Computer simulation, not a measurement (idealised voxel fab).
Process module in this document: voxel local oxidation
Xsec cut, 175 nm wide, square cell size 5 nm.
How to read a cross-section here: the picture is a grid of square cells, written as bands going from the top down, and any band can span one or more rows of cells. A band entry consists of two parts. The first gives the height of the band's top and the height of its bottom, in nm. The rest lists the band's materials from left to right, each with its width in nm. A single material labelled with the word "everywhere" fills the band from edge to edge, and the word "empty" marks empty space. It should be noted that heights are counted from 0, beneath which the wafer as supplied is of one material throughout, and that the lowest band possesses no lower boundary but continues downward, as written in "0..down". A width such as "30..40" changes by the same amount from each row of cells to the next, from the band's top row to its bottom row. "no change occurred" after a step means that no cell of the cross-section changed. What "Enclosed void list" gives you is every empty space of 8 cells or more that is cut off from the top. Each appears as width x height at distance, with the distance taken from the left edge and width, height and distance all in nm. On each step's line, the part that comes after the settings is the simulator's own comment on the step. overlay nm: right-of-plan distance of the mask on a masked step; negative values mean left-of-plan.

## This section lists the process steps that were planned
| 1 | RECEIVE with material Si |
| 2 | OXIDIZE with depth nm 5 |
| 3 | CONFORMAL_DEP with material SiN, thk nm 10 |
| 4 | PATTERN with tone cover, mask id ACTIVE, material resist, width nm 130, thk nm 15, overlay nm -5 |
| 5 | DIRECTIONAL_ETCH with etch materials SiN, depth nm 10 |
| 6 | STRIP with etch materials resist |
| 7 | SELECTIVE_ETCH with etch materials SiO2, depth nm 5 |
| 8 | OXIDIZE with depth nm 10 |
| 9 | STRIP with etch materials SiN |
All wafers enter the flow in the same state. The overlay nm at step 4 differs from wafer to wafer, and the plan gives the value for the first wafer.

## The first of several wafers as received, shown in cross-section; this is its state after step 1
    0..down  Si everywhere
    Enclosed void list: none

## Wafer rows, end of module: cells per material gained (+) or lost (-) since receipt; closed voids last
overlay nm -5 | -65 Si | +54 SiO2 | Enclosed void list: none
overlay nm 0 | -65 Si | +54 SiO2 | Enclosed void list: none
overlay nm 5 | -65 Si | +54 SiO2 | Enclosed void list: none
overlay nm 10 | -65 Si | +54 SiO2 | Enclosed void list: none
